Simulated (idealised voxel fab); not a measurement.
process module | voxel transistor to metal
cross-section cut | 195 nm wide | cells 5 nm
A cross-section is a grid of square cells, given in bands from the top down. A band is one or more rows of cells.
Each band's line starts with the height of the band's top and of its bottom, in nm. Then come its materials from left to right, each with its width in nm. One material with "throughout" fills the band from edge to edge. "air" is empty space.
Height 0 is the level under which the wafer as received is all one material. The lowest band goes on downwards, as in "0 down".
A width such as "30 to 40" changes by the same amount from each row of cells to the next, from the band's top row to its bottom row.
"no change" after a step means that no cell of the cross-section changed.
closed voids: empty space of 8 cells or more with no open way to the top, each as width x height at its distance from the left edge, in nm
after a step's settings: what the simulator itself notes on the step
overlay nm, on a step with a mask: how far to the right of its planned place the mask lay; to the left if negative
plan
1 op RECEIVE | material Si
2 op CONFORMAL_DEP | material SiO2 | thk nm 5
3 op CONFORMAL_DEP | material SiN | thk nm 10
4 op MASKED_ETCH | tone cover | mask id ACTIVE | width nm 125 | etch materials SiN | depth nm 10 | overlay nm 0
5 op MASKED_ETCH | tone cover | mask id ACTIVE | width nm 125 | etch materials SiO2 | depth nm 5 | overlay nm 0
6 op MASKED_ETCH | tone cover | mask id ACTIVE | width nm 125 | etch materials Si | depth nm 25 | overlay nm 0
7 op FILL_DEP | material SiO2 | thk nm 5
8 op CMP | height nm 15
9 op SELECTIVE_ETCH | etch materials SiO2 | depth nm 10
10 op STRIP | etch materials SiN
11 op SELECTIVE_ETCH | etch materials SiO2 | depth nm 5
12 op OXIDIZE | depth nm 5
13 op DIRECTIONAL_DEP | material polySi | thk nm 25
14 op DIRECTIONAL_DEP | material SiCN | thk nm 10
15 op PATTERN | tone cover | mask id GATE | material resist | width nm 25 | thk nm 15 | overlay nm 0
16 op DIRECTIONAL_ETCH | etch materials SiCN | depth nm 20
17 op DIRECTIONAL_ETCH | etch materials polySi | depth nm 35
18 op STRIP | etch materials resist
19 op CONFORMAL_DEP | material SiN | thk nm 10
20 op DIRECTIONAL_ETCH | etch materials SiN | depth nm 10
21 op DIRECTIONAL_ETCH | etch materials SiO2 | depth nm 5
22 op DIRECTIONAL_ETCH | etch materials Si | depth nm 5
23 op EPI | material SiGe | thk nm 10
24 op FILL_DEP | material SiO2 | thk nm 10
25 op CMP | height nm 35
26 op DIRECTIONAL_DEP | material SiO2 | thk nm 15
27 op DIRECTIONAL_DEP | material aC | thk nm 15
28 op PATTERN | tone open | mask id CONTACT | material resist | width nm 35 | pitch nm 70 | thk nm 30 | overlay nm 0
29 op DIRECTIONAL_ETCH | etch materials aC | depth nm 15
30 op STRIP | etch materials resist
31 op DIRECTIONAL_ETCH | etch materials SiO2 | depth nm 50
32 op STRIP | etch materials aC
33 op CONFORMAL_DEP | material TiN | thk nm 5
34 op FILL_DEP | material Ru | thk nm 10
35 op CMP | height nm 50
36 op CONFORMAL_DEP | material SiCN | thk nm 5
37 op DIRECTIONAL_DEP | material lowk | thk nm 20
38 op MASKED_ETCH | tone open | mask id METAL_1 | width nm 20 | pitch nm 85 | etch materials lowk | depth nm 20 | overlay nm 0
39 op MASKED_ETCH | tone open | mask id METAL_1 | width nm 20 | pitch nm 85 | etch materials SiCN | depth nm 5 | overlay nm 0
40 op CONFORMAL_DEP | material TiN | thk nm 5
41 op FILL_DEP | material W | thk nm 5
42 op CMP | height nm 75
43 op CONFORMAL_DEP | material SiCN | thk nm 5
44 op DIRECTIONAL_DEP | material SiO2 | thk nm 30
45 op PATTERN | tone open | mask id METAL_2 | material resist | width nm 20 | pitch nm 85 | thk nm 15 | overlay nm 0
46 op DIRECTIONAL_ETCH | etch materials SiO2 | depth nm 20
47 op STRIP | etch materials resist
48 op MASKED_ETCH | tone open | mask id METAL_2_HOLES | width nm 15 | pitch nm 85 | etch materials SiO2 | depth nm 10 | overlay nm 0
49 op MASKED_ETCH | tone open | mask id METAL_2_HOLES | width nm 15 | pitch nm 85 | etch materials SiCN | depth nm 5 | overlay nm 0
50 op CONFORMAL_DEP | material TiN | thk nm 5
51 op FILL_DEP | material Cu | thk nm 10
52 op CMP | height nm 110
53 op CONFORMAL_DEP | material SiN | thk nm 5
first wafer, as planned
as received, after step 1
  0 down: Si throughout
  closed voids: none
after step 2
  5 to 0: SiO2 throughout
  below 0: unchanged
after step 3
  15 to 5: SiN throughout
  below 5: unchanged
after step 4
  15 to 5: air 35 | SiN 125 | air 35
  below 5: unchanged
after step 5
  15 to 5: air 35 | SiN 125 | air 35
  5 to 0: air 35 | SiO2 125 | air 35
  below 0: unchanged
after step 6
  15 to 5: air 35 | SiN 125 | air 35
  5 to 0: air 35 | SiO2 125 | air 35
  0 to -25: air 35 | Si 125 | air 35
  below -25: unchanged
after step 7
  20 to 15: SiO2 throughout
  15 to 5: SiO2 35 | SiN 125 | SiO2 35
  5 to 0: SiO2 throughout
  0 to -25: SiO2 35 | Si 125 | SiO2 35
  below -25: unchanged
after step 8
  15 to 5: SiO2 35 | SiN 125 | SiO2 35
  below 5: unchanged
after step 9
  15 to 5: air 35 | SiN 125 | air 35
  below 5: unchanged
after step 10
  5 to 0: SiO2 throughout
  below 0: unchanged
after step 11
  0 to -25: SiO2 35 | Si 125 | SiO2 35
  below -25: unchanged
after step 12
  0 to -5: SiO2 throughout
  below -5: unchanged
after step 13
  25 to 0: polySi throughout
  below 0: unchanged
after step 14
  35 to 25: SiCN throughout
  below 25: unchanged
after step 15
  50 to 35: air 85 | resist 25 | air 85
  below 35: unchanged
after step 16
  50 to 35: air 85 | resist 25 | air 85
  35 to 25: air 85 | SiCN 25 | air 85
  below 25: unchanged
after step 17
  50 to 35: air 85 | resist 25 | air 85
  35 to 25: air 85 | SiCN 25 | air 85
  25 to 0: air 85 | polySi 25 | air 85
  below 0: unchanged
after step 18
  35 to 25: air 85 | SiCN 25 | air 85
  below 25: unchanged
after step 19
  45 to 35: air 75 | SiN 45 | air 75
  35 to 25: air 75 | SiN 10 | SiCN 25 | SiN 10 | air 75
  25 to 10: air 75 | SiN 10 | polySi 25 | SiN 10 | air 75
  10 to 0: SiN 85 | polySi 25 | SiN 85
  below 0: unchanged
after step 20
  35 to 25: air 75 | SiN 10 | SiCN 25 | SiN 10 | air 75
  25 to 0: air 75 | SiN 10 | polySi 25 | SiN 10 | air 75
  below 0: unchanged
after step 21
  35 to 25: air 75 | SiN 10 | SiCN 25 | SiN 10 | air 75
  25 to 0: air 75 | SiN 10 | polySi 25 | SiN 10 | air 75
  0 to -5: air 75 | SiO2 45 | air 75
  below -5: unchanged
after step 22
  35 to 25: air 75 | SiN 10 | SiCN 25 | SiN 10 | air 75
  25 to 0: air 75 | SiN 10 | polySi 25 | SiN 10 | air 75
  0 to -5: air 75 | SiO2 45 | air 75
  -5 to -10: SiO2 35 | air 40 | Si 45 | air 40 | SiO2 35
  below -10: unchanged
after step 23
  35 to 25: air 75 | SiN 10 | SiCN 25 | SiN 10 | air 75
  25 to 5: air 75 | SiN 10 | polySi 25 | SiN 10 | air 75
  5 to 0: air 65 | SiGe 10 | SiN 10 | polySi 25 | SiN 10 | SiGe 10 | air 65
  0 to -5: air 30 | SiGe 45 | SiO2 45 | SiGe 45 | air 30
  -5 to -10: SiO2 35 | SiGe 40 | Si 45 | SiGe 40 | SiO2 35
  below -10: unchanged
after step 24
  45 to 35: SiO2 throughout
  35 to 25: SiO2 75 | SiN 10 | SiCN 25 | SiN 10 | SiO2 75
  25 to 5: SiO2 75 | SiN 10 | polySi 25 | SiN 10 | SiO2 75
  5 to 0: SiO2 65 | SiGe 10 | SiN 10 | polySi 25 | SiN 10 | SiGe 10 | SiO2 65
  0 to -5: SiO2 30 | SiGe 45 | SiO2 45 | SiGe 45 | SiO2 30
  below -5: unchanged
after step 25
  35 to 25: SiO2 75 | SiN 10 | SiCN 25 | SiN 10 | SiO2 75
  below 25: unchanged
after step 26
  50 to 35: SiO2 throughout
  below 35: unchanged
after step 27
  65 to 50: aC throughout
  below 50: unchanged
after step 28
  95 to 65: resist 45 | air 35 | resist 35 | air 35 | resist 45
  below 65: unchanged
after step 29
  80 to 65: resist 45 | air 35 | resist 35 | air 35 | resist 45
  65 to 50: aC 45 | air 35 | aC 35 | air 35 | aC 45
  below 50: unchanged
after step 30
  65 to 50: aC 45 | air 35 | aC 35 | air 35 | aC 45
  below 50: unchanged
after step 31
  65 to 50: aC 45 | air 35 | aC 35 | air 35 | aC 45
  50 to 35: SiO2 45 | air 35 | SiO2 35 | air 35 | SiO2 45
  35 to 25: SiO2 45 | air 30 | SiN 10 | SiCN 25 | SiN 10 | air 30 | SiO2 45
  25 to 5: SiO2 45 | air 30 | SiN 10 | polySi 25 | SiN 10 | air 30 | SiO2 45
  5 to 0: SiO2 45 | air 20 | SiGe 10 | SiN 10 | polySi 25 | SiN 10 | SiGe 10 | air 20 | SiO2 45
  below 0: unchanged
after step 32
  50 to 35: SiO2 45 | air 35 | SiO2 35 | air 35 | SiO2 45
  below 35: unchanged
after step 33
  55 to 50: TiN 50 | air 25 | TiN 45 | air 25 | TiN 50
  50 to 40: SiO2 45 | TiN 5 | air 25 | TiN 5 | SiO2 35 | TiN 5 | air 25 | TiN 5 | SiO2 45
  40 to 35: SiO2 45 | TiN 5 | air 20 | TiN 10 | SiO2 35 | TiN 10 | air 20 | TiN 5 | SiO2 45
  35 to 25: SiO2 45 | TiN 5 | air 20 | TiN 5 | SiN 10 | SiCN 25 | SiN 10 | TiN 5 | air 20 | TiN 5 | SiO2 45
  25 to 10: SiO2 45 | TiN 5 | air 20 | TiN 5 | SiN 10 | polySi 25 | SiN 10 | TiN 5 | air 20 | TiN 5 | SiO2 45
  10 to 5: SiO2 45 | TiN 5 | air 10 | TiN 15 | SiN 10 | polySi 25 | SiN 10 | TiN 15 | air 10 | TiN 5 | SiO2 45
  5 to 0: SiO2 45 | TiN 20 | SiGe 10 | SiN 10 | polySi 25 | SiN 10 | SiGe 10 | TiN 20 | SiO2 45
  below 0: unchanged
after step 34
  65 to 55: Ru throughout
  55 to 50: TiN 50 | Ru 25 | TiN 45 | Ru 25 | TiN 50
  50 to 40: SiO2 45 | TiN 5 | Ru 25 | TiN 5 | SiO2 35 | TiN 5 | Ru 25 | TiN 5 | SiO2 45
  40 to 35: SiO2 45 | TiN 5 | Ru 20 | TiN 10 | SiO2 35 | TiN 10 | Ru 20 | TiN 5 | SiO2 45
  35 to 25: SiO2 45 | TiN 5 | Ru 20 | TiN 5 | SiN 10 | SiCN 25 | SiN 10 | TiN 5 | Ru 20 | TiN 5 | SiO2 45
  25 to 10: SiO2 45 | TiN 5 | Ru 20 | TiN 5 | SiN 10 | polySi 25 | SiN 10 | TiN 5 | Ru 20 | TiN 5 | SiO2 45
  10 to 5: SiO2 45 | TiN 5 | Ru 10 | TiN 15 | SiN 10 | polySi 25 | SiN 10 | TiN 15 | Ru 10 | TiN 5 | SiO2 45
  below 5: unchanged
after step 35
  50 to 40: SiO2 45 | TiN 5 | Ru 25 | TiN 5 | SiO2 35 | TiN 5 | Ru 25 | TiN 5 | SiO2 45
  below 40: unchanged
after step 36
  55 to 50: SiCN throughout
  below 50: unchanged
after step 37
  75 to 55: lowk throughout
  below 55: unchanged
after step 38
  75 to 55: lowk 45 | air 20 | lowk 65 | air 20 | lowk 45
  below 55: unchanged
after step 39
  75 to 55: lowk 45 | air 20 | lowk 65 | air 20 | lowk 45
  55 to 50: SiCN 45 | air 20 | SiCN 65 | air 20 | SiCN 45
  below 50: unchanged
after step 40
  80 to 75: TiN 50 | air 10 | TiN 75 | air 10 | TiN 50
  75 to 55: lowk 45 | TiN 5 | air 10 | TiN 5 | lowk 65 | TiN 5 | air 10 | TiN 5 | lowk 45
  55 to 50: SiCN 45 | TiN 20 | SiCN 65 | TiN 20 | SiCN 45
  below 50: unchanged
after step 41
  85 to 80: W throughout
  80 to 75: TiN 50 | W 10 | TiN 75 | W 10 | TiN 50
  75 to 55: lowk 45 | TiN 5 | W 10 | TiN 5 | lowk 65 | TiN 5 | W 10 | TiN 5 | lowk 45
  below 55: unchanged
after step 42
  75 to 55: lowk 45 | TiN 5 | W 10 | TiN 5 | lowk 65 | TiN 5 | W 10 | TiN 5 | lowk 45
  below 55: unchanged
after step 43
  80 to 75: SiCN throughout
  below 75: unchanged
after step 44
  110 to 80: SiO2 throughout
  below 80: unchanged
after step 45
  125 to 110: resist 45 | air 20 | resist 65 | air 20 | resist 45
  below 110: unchanged
after step 46
  125 to 110: resist 45 | air 20 | resist 65 | air 20 | resist 45
  110 to 90: SiO2 45 | air 20 | SiO2 65 | air 20 | SiO2 45
  below 90: unchanged
after step 47
  110 to 90: SiO2 45 | air 20 | SiO2 65 | air 20 | SiO2 45
  below 90: unchanged
after step 48
  110 to 90: SiO2 45 | air 20 | SiO2 65 | air 20 | SiO2 45
  90 to 80: SiO2 45 | air 15 | SiO2 70 | air 15 | SiO2 50
  below 80: unchanged
after step 49
  110 to 90: SiO2 45 | air 20 | SiO2 65 | air 20 | SiO2 45
  90 to 80: SiO2 45 | air 15 | SiO2 70 | air 15 | SiO2 50
  80 to 75: SiCN 45 | air 15 | SiCN 70 | air 15 | SiCN 50
  below 75: unchanged
after step 50
  115 to 110: TiN 50 | air 10 | TiN 75 | air 10 | TiN 50
  110 to 95: SiO2 45 | TiN 5 | air 10 | TiN 5 | SiO2 65 | TiN 5 | air 10 | TiN 5 | SiO2 45
  95 to 90: SiO2 45 | TiN 5 | air 5 | TiN 10 | SiO2 65 | TiN 5 | air 5 | TiN 10 | SiO2 45
  90 to 80: SiO2 45 | TiN 5 | air 5 | TiN 5 | SiO2 70 | TiN 5 | air 5 | TiN 5 | SiO2 50
  80 to 75: SiCN 45 | TiN 15 | SiCN 70 | TiN 15 | SiCN 50
  below 75: unchanged
after step 51
  125 to 115: Cu throughout
  115 to 110: TiN 50 | Cu 10 | TiN 75 | Cu 10 | TiN 50
  110 to 95: SiO2 45 | TiN 5 | Cu 10 | TiN 5 | SiO2 65 | TiN 5 | Cu 10 | TiN 5 | SiO2 45
  95 to 90: SiO2 45 | TiN 5 | Cu 5 | TiN 10 | SiO2 65 | TiN 5 | Cu 5 | TiN 10 | SiO2 45
  90 to 80: SiO2 45 | TiN 5 | Cu 5 | TiN 5 | SiO2 70 | TiN 5 | Cu 5 | TiN 5 | SiO2 50
  below 80: unchanged
after step 52
  110 to 95: SiO2 45 | TiN 5 | Cu 10 | TiN 5 | SiO2 65 | TiN 5 | Cu 10 | TiN 5 | SiO2 45
  below 95: unchanged
after step 53
  115 to 110: SiN throughout
  below 110: unchanged
second wafer: like start, like plan, one mistake. Through step 12 it matches the first wafer
when step 13 should have ended
  25 to 0: SiN throughout
  below 0: unchanged
when step 14 should have ended
  35 to 25: SiCN throughout
  below 25: unchanged
when step 15 should have ended
  50 to 35: air 85 | resist 25 | air 85
  below 35: unchanged
when step 16 should have ended
  50 to 35: air 85 | resist 25 | air 85
  35 to 25: air 85 | SiCN 25 | air 85
  below 25: unchanged
when step 17 should have ended: no change
when step 18 should have ended
  35 to 25: air 85 | SiCN 25 | air 85
  below 25: unchanged
when step 19 should have ended
  45 to 35: air 75 | SiN 45 | air 75
  35 to 25: SiN 85 | SiCN 25 | SiN 85
  below 25: unchanged
when step 20 should have ended
  35 to 25: air 75 | SiN 10 | SiCN 25 | SiN 10 | air 75
  below 25: unchanged
when step 21 should have ended: no change
when step 22 should have ended: no change
when step 23 should have ended: no change
when step 24 should have ended
  45 to 35: SiO2 throughout
  35 to 25: SiO2 75 | SiN 10 | SiCN 25 | SiN 10 | SiO2 75
  below 25: unchanged
when step 25 should have ended
  35 to 25: SiO2 75 | SiN 10 | SiCN 25 | SiN 10 | SiO2 75
  below 25: unchanged
when step 26 should have ended
  50 to 35: SiO2 throughout
  below 35: unchanged
when step 27 should have ended
  65 to 50: aC throughout
  below 50: unchanged
when step 28 should have ended
  95 to 65: resist 45 | air 35 | resist 35 | air 35 | resist 45
  below 65: unchanged
when step 29 should have ended
  80 to 65: resist 45 | air 35 | resist 35 | air 35 | resist 45
  65 to 50: aC 45 | air 35 | aC 35 | air 35 | aC 45
  below 50: unchanged
when step 30 should have ended
  65 to 50: aC 45 | air 35 | aC 35 | air 35 | aC 45
  below 50: unchanged
when step 31 should have ended
  65 to 50: aC 45 | air 35 | aC 35 | air 35 | aC 45
  50 to 35: SiO2 45 | air 35 | SiO2 35 | air 35 | SiO2 45
  35 to 25: SiO2 45 | air 30 | SiN 10 | SiCN 25 | SiN 10 | air 30 | SiO2 45
  below 25: unchanged
when step 32 should have ended
  50 to 35: SiO2 45 | air 35 | SiO2 35 | air 35 | SiO2 45
  below 35: unchanged
when step 33 should have ended
  55 to 50: TiN 50 | air 25 | TiN 45 | air 25 | TiN 50
  50 to 40: SiO2 45 | TiN 5 | air 25 | TiN 5 | SiO2 35 | TiN 5 | air 25 | TiN 5 | SiO2 45
  40 to 35: SiO2 45 | TiN 5 | air 20 | TiN 10 | SiO2 35 | TiN 10 | air 20 | TiN 5 | SiO2 45
  35 to 30: SiO2 45 | TiN 5 | air 20 | TiN 5 | SiN 10 | SiCN 25 | SiN 10 | TiN 5 | air 20 | TiN 5 | SiO2 45
  30 to 25: SiO2 45 | TiN 30 | SiN 10 | SiCN 25 | SiN 10 | TiN 30 | SiO2 45
  below 25: unchanged
when step 34 should have ended
  65 to 55: Ru throughout
  55 to 50: TiN 50 | Ru 25 | TiN 45 | Ru 25 | TiN 50
  50 to 40: SiO2 45 | TiN 5 | Ru 25 | TiN 5 | SiO2 35 | TiN 5 | Ru 25 | TiN 5 | SiO2 45
  40 to 35: SiO2 45 | TiN 5 | Ru 20 | TiN 10 | SiO2 35 | TiN 10 | Ru 20 | TiN 5 | SiO2 45
  35 to 30: SiO2 45 | TiN 5 | Ru 20 | TiN 5 | SiN 10 | SiCN 25 | SiN 10 | TiN 5 | Ru 20 | TiN 5 | SiO2 45
  below 30: unchanged
when step 35 should have ended
  50 to 40: SiO2 45 | TiN 5 | Ru 25 | TiN 5 | SiO2 35 | TiN 5 | Ru 25 | TiN 5 | SiO2 45
  below 40: unchanged
when step 36 should have ended
  55 to 50: SiCN throughout
  below 50: unchanged
when step 37 should have ended
  75 to 55: lowk throughout
  below 55: unchanged
when step 38 should have ended
  75 to 55: lowk 45 | air 20 | lowk 65 | air 20 | lowk 45
  below 55: unchanged
when step 39 should have ended
  75 to 55: lowk 45 | air 20 | lowk 65 | air 20 | lowk 45
  55 to 50: SiCN 45 | air 20 | SiCN 65 | air 20 | SiCN 45
  below 50: unchanged
when step 40 should have ended
  80 to 75: TiN 50 | air 10 | TiN 75 | air 10 | TiN 50
  75 to 55: lowk 45 | TiN 5 | air 10 | TiN 5 | lowk 65 | TiN 5 | air 10 | TiN 5 | lowk 45
  55 to 50: SiCN 45 | TiN 20 | SiCN 65 | TiN 20 | SiCN 45
  below 50: unchanged
when step 41 should have ended
  85 to 80: W throughout
  80 to 75: TiN 50 | W 10 | TiN 75 | W 10 | TiN 50
  75 to 55: lowk 45 | TiN 5 | W 10 | TiN 5 | lowk 65 | TiN 5 | W 10 | TiN 5 | lowk 45
  below 55: unchanged
when step 42 should have ended
  75 to 55: lowk 45 | TiN 5 | W 10 | TiN 5 | lowk 65 | TiN 5 | W 10 | TiN 5 | lowk 45
  below 55: unchanged
when step 43 should have ended
  80 to 75: SiCN throughout
  below 75: unchanged
when step 44 should have ended
  110 to 80: SiO2 throughout
  below 80: unchanged
when step 45 should have ended
  125 to 110: resist 45 | air 20 | resist 65 | air 20 | resist 45
  below 110: unchanged
when step 46 should have ended
  125 to 110: resist 45 | air 20 | resist 65 | air 20 | resist 45
  110 to 90: SiO2 45 | air 20 | SiO2 65 | air 20 | SiO2 45
  below 90: unchanged
when step 47 should have ended
  110 to 90: SiO2 45 | air 20 | SiO2 65 | air 20 | SiO2 45
  below 90: unchanged
when step 48 should have ended
  110 to 90: SiO2 45 | air 20 | SiO2 65 | air 20 | SiO2 45
  90 to 80: SiO2 45 | air 15 | SiO2 70 | air 15 | SiO2 50
  below 80: unchanged
when step 49 should have ended
  110 to 90: SiO2 45 | air 20 | SiO2 65 | air 20 | SiO2 45
  90 to 80: SiO2 45 | air 15 | SiO2 70 | air 15 | SiO2 50
  80 to 75: SiCN 45 | air 15 | SiCN 70 | air 15 | SiCN 50
  below 75: unchanged
when step 50 should have ended
  115 to 110: TiN 50 | air 10 | TiN 75 | air 10 | TiN 50
  110 to 95: SiO2 45 | TiN 5 | air 10 | TiN 5 | SiO2 65 | TiN 5 | air 10 | TiN 5 | SiO2 45
  95 to 90: SiO2 45 | TiN 5 | air 5 | TiN 10 | SiO2 65 | TiN 5 | air 5 | TiN 10 | SiO2 45
  90 to 80: SiO2 45 | TiN 5 | air 5 | TiN 5 | SiO2 70 | TiN 5 | air 5 | TiN 5 | SiO2 50
  80 to 75: SiCN 45 | TiN 15 | SiCN 70 | TiN 15 | SiCN 50
  below 75: unchanged
when step 51 should have ended
  125 to 115: Cu throughout
  115 to 110: TiN 50 | Cu 10 | TiN 75 | Cu 10 | TiN 50
  110 to 95: SiO2 45 | TiN 5 | Cu 10 | TiN 5 | SiO2 65 | TiN 5 | Cu 10 | TiN 5 | SiO2 45
  95 to 90: SiO2 45 | TiN 5 | Cu 5 | TiN 10 | SiO2 65 | TiN 5 | Cu 5 | TiN 10 | SiO2 45
  90 to 80: SiO2 45 | TiN 5 | Cu 5 | TiN 5 | SiO2 70 | TiN 5 | Cu 5 | TiN 5 | SiO2 50
  below 80: unchanged
when step 52 should have ended
  110 to 95: SiO2 45 | TiN 5 | Cu 10 | TiN 5 | SiO2 65 | TiN 5 | Cu 10 | TiN 5 | SiO2 45
  below 95: unchanged
when step 53 should have ended
  115 to 110: SiN throughout
  below 110: unchanged
what went wrong: step 13 ran as: op DIRECTIONAL_DEP | material SiN | thk nm 25
at the end the second wafer has, in cells: 36 fewer of Ru | 16 more of Si | 38 fewer of SiGe | 175 more of SiN | 72 fewer of SiO2 | 20 fewer of TiN | 25 fewer of polySi
